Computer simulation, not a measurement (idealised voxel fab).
Presented below is a process module, voxel gate over fins.
The figure presents cross-section cut, which has a width of 170 nm and is divided into square cells with an edge length of 5 nm.
Each cross-section below is a grid of square cells, stated as bands in top-down order, with one or more rows of cells making up each band.
Top, bottom (nm), then materials left to right with widths (nm); lone material tagged "throughout" fills the whole band edge to edge; "empty" = empty space.
Heights are measured from 0, the level below which the as-received wafer is all one material; the lowest band has no bottom and continues downward, written as in "top 0, no bottom".
The width entry "30..40" should be interpreted row by row: the top row of cells in the band takes the first number, the bottom row takes the second number, and the change between adjacent rows is uniform throughout.
Given "no alterations made" for a step, no cell of the cross-section differs between before and after that step.
Each empty space that has no open way to the top and spans at least 8 cells appears under "Voids, sealed" as width x height at distance, the distance counted from the left edge, all in nm.
Where a step's line continues beyond its settings, the continuation is a remark by the simulator itself on that step.
"overlay nm" answers the question of how far to the right of plan the mask lay on a step that has a mask, and when it is negative the answer is to the left.
THE PROCESS STEPS THAT WERE PLANNED ARE LISTED BELOW
1,RECEIVE with material Si
2,CONFORMAL_DEP with material SiN, thk nm 5
3,PATTERN with tone cover, mask id FINS, material resist, width nm 15, pitch nm 60, thk nm 20, overlay nm 0
4,DIRECTIONAL_ETCH with etch materials SiN, depth nm 5
5,DIRECTIONAL_ETCH with etch materials Si, depth nm 40
6,STRIP with etch materials resist
7,OXIDIZE with depth nm 5
8,FILL_DEP with material SiO2, thk nm 15
9,CMP with height nm 5
10,DIRECTIONAL_DEP with material aC, thk nm 10
11,PATTERN with tone open, mask id RAIL, material resist, width nm 15, thk nm 25, overlay nm 0
12,DIRECTIONAL_ETCH with etch materials aC, depth nm 10
13,STRIP with etch materials resist
14,DIRECTIONAL_ETCH with etch materials SiO2, depth nm 40
15,STRIP with etch materials aC
16,CONFORMAL_DEP with material TiN, thk nm 5
17,FILL_DEP with material W, thk nm 10
18,CMP with height nm 5
19,SELECTIVE_ETCH with etch materials W Ru TiN, depth nm 20
20,FILL_DEP with material SiO2, thk nm 5
21,CMP with height nm 5
22,SELECTIVE_ETCH with etch materials SiO2, depth nm 15
23,STRIP with etch materials SiN
24,CONFORMAL_DEP with material HfO2, thk nm 5
25,CONFORMAL_DEP with material TiN, thk nm 5
26,FILL_DEP with material W, thk nm 15
27,CMP with height nm 20
28,CONFORMAL_DEP with material SiN, thk nm 10
SHOWN IN CROSS-SECTION IS THE WAFER AS RECEIVED, THAT IS, AS IT STANDS AFTER STEP 1
- top 0, no bottom = Si throughout
- Voids, sealed: none
CROSS-SECTION: FIRST OF TWO WAFERS, MODULE FINISHED, RUN ACCORDING TO PLAN
- top 30, bottom 20 = SiN throughout
- top 20, bottom 10 = W throughout
- top 10, bottom 5 = W=10  TiN=25  W=35  TiN=25  W=35  TiN=25  W=15
- top 5, bottom 0 = W=10  TiN=5  HfO2=15  TiN=5  W=35  TiN=5  HfO2=15  TiN=5  W=35  TiN=5  HfO2=15  TiN=5  W=15
- top 0, bottom -5 = TiN=15  HfO2=5  Si=5  HfO2=5  TiN=45  HfO2=5  Si=5  HfO2=5  TiN=45  HfO2=5  Si=5  HfO2=5  TiN=20
- top -5, bottom -10 = HfO2=20  Si=5  HfO2=55  Si=5  HfO2=55  Si=5  HfO2=25
- top -10, bottom -15 = SiO2=20  Si=5  SiO2=55  Si=5  SiO2=55  Si=5  SiO2=25
- top -15, bottom -30 = SiO2=20  Si=5  SiO2=20  TiN=5  W=5  TiN=5  SiO2=20  Si=5  SiO2=55  Si=5  SiO2=25
- top -30, bottom -35 = SiO2=20  Si=5  SiO2=20  TiN=15  SiO2=20  Si=5  SiO2=55  Si=5  SiO2=25
- top -35, bottom -45 = SiO2=20  Si=5  SiO2=55  Si=5  SiO2=55  Si=5  SiO2=25
- top -45, no bottom = Si throughout
- Voids, sealed: none
PRESENTED HERE IS A CROSS-SECTION OF THE SECOND OF THE TWO WAFERS AS IT STOOD AT THE END OF THE MODULE. IT WAS STARTED IN THE SAME MANNER AND ASSIGNED THE SAME PLAN AS THE FIRST WAFER; HOWEVER, ONE MISTAKE WAS MADE IN ITS EXECUTION
- top 30, bottom 20 = SiN throughout
- top 20, bottom 10 = W throughout
- top 10, bottom 5 = W=10  HfO2=25  W=35  HfO2=25  W=35  HfO2=25  W=15
- top 5, bottom 0 = W=10  HfO2=5  TiN=15  HfO2=5  W=35  HfO2=5  TiN=15  HfO2=5  W=35  HfO2=5  TiN=15  HfO2=5  W=15
- top 0, bottom -5 = HfO2=15  TiN=5  Si=5  TiN=5  HfO2=45  TiN=5  Si=5  TiN=5  HfO2=45  TiN=5  Si=5  TiN=5  HfO2=20
- top -5, bottom -10 = TiN=20  Si=5  TiN=55  Si=5  TiN=55  Si=5  TiN=25
- top -10, bottom -15 = SiO2=20  Si=5  SiO2=55  Si=5  SiO2=55  Si=5  SiO2=25
- top -15, bottom -30 = SiO2=20  Si=5  SiO2=20  TiN=5  W=5  TiN=5  SiO2=20  Si=5  SiO2=55  Si=5  SiO2=25
- top -30, bottom -35 = SiO2=20  Si=5  SiO2=20  TiN=15  SiO2=20  Si=5  SiO2=55  Si=5  SiO2=25
- top -35, bottom -45 = SiO2=20  Si=5  SiO2=55  Si=5  SiO2=55  Si=5  SiO2=25
- top -45, no bottom = Si throughout
- Voids, sealed: none
Which mistake was made when the wafer was run? plan steps 24 and 25 run swapped
So at the finish, the second wafer's got exactly as many cells of each material as the first, just not in the same spots.
